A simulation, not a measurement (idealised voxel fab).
This section sets out a process module, namely voxel released beams.
Square cells of 5 nm make up the cross-section cut, whose width is 155 nm.
In what follows, cross-sections appear as grids of square cells, described through bands that run from the top down, where every band is one or more rows of cells.
The entry gives the band's vertical extent as a top height and a bottom height in nm, then its horizontal make-up as materials from left to right, each with a width in nm. "air" stands for empty space; a single material marked "full width" fills the band edge to edge.
It should be noted that heights are counted from 0, beneath which the wafer as supplied is of one material throughout, and that the lowest band possesses no lower boundary but continues downward, as written in "0 -> down".
Read "30->40" as a graded width: first number on top, second number at the bottom, same change between each pair of neighbouring rows.
No cell of the cross-section changed in a step that is given as "nothing got changed".
Each empty space that has no open way to the top and spans at least 8 cells appears under "Closed void list" as width x height at distance, the distance counted from the left edge, all in nm.
Formally, on a step line, whatever follows the settings is a remark that the simulator itself makes on the step.
The setting "overlay nm" may be written on the line of a step. When the step uses a mask, the value reports how far to the right of the planned place the mask lay, and a negative value reports that it lay to the left.
STEPS PLANNED FOR THE PROCESS
1. RECEIVE, material Si
2. CONFORMAL_DEP, material SiN, thk nm 10
3. DIRECTIONAL_DEP, material SiO2, thk nm 20
4. MASKED_ETCH, tone open, mask id ANCHOR, width nm 45, etch materials SiO2, depth nm 20, overlay nm 0
5. CONFORMAL_DEP, material polySi, thk nm 15
6. PATTERN, tone cover, mask id BEAM, material resist, width nm 100, thk nm 15, overlay nm 0
7. DIRECTIONAL_ETCH, etch materials polySi, depth nm 15
8. STRIP, etch materials resist
9. STRIP, etch materials SiO2
THIS IS THE CROSS-SECTION OF THE WAFER AS WE RECEIVED IT, I.E. AFTER STEP 1
	0 -> down: Si full width
	Closed void list: none
RUN AS PLANNED - FIRST OF THE TWO WAFERS CROSS-SECTIONED AT THE END OF THE MODULE
	45 -> 30: 25 nm air, 20 nm polySi, 15 nm air, 65 nm polySi, 30 nm air
	30 -> 25: 30 nm air, 15 nm polySi, 15 nm air, 15 nm polySi, 80 nm air
	25 -> 10: 30 nm air, 45 nm polySi, 80 nm air
	10 -> 0: SiN full width
	0 -> down: Si full width
	Closed void list: none
CROSS-SECTION, WAFER TWO OF TWO, END OF MODULE: SAME START AND PLAN AS WAFER ONE, ONE ERROR IN EXECUTION
	35 -> 20: 25 nm air, 20 nm polySi, 15 nm air, 65 nm polySi, 30 nm air
	20 -> 15: 30 nm air, 15 nm polySi, 15 nm air, 15 nm polySi, 80 nm air
	15 -> 0: 30 nm air, 45 nm polySi, 80 nm air
	0 -> down: Si full width
	Closed void list: none
Nonconformance to the process plan: step 2 of the plan did not run at all; it was left out
The second wafer ends with more or fewer cells of some materials than the first, per final count: SiN: 62 fewer
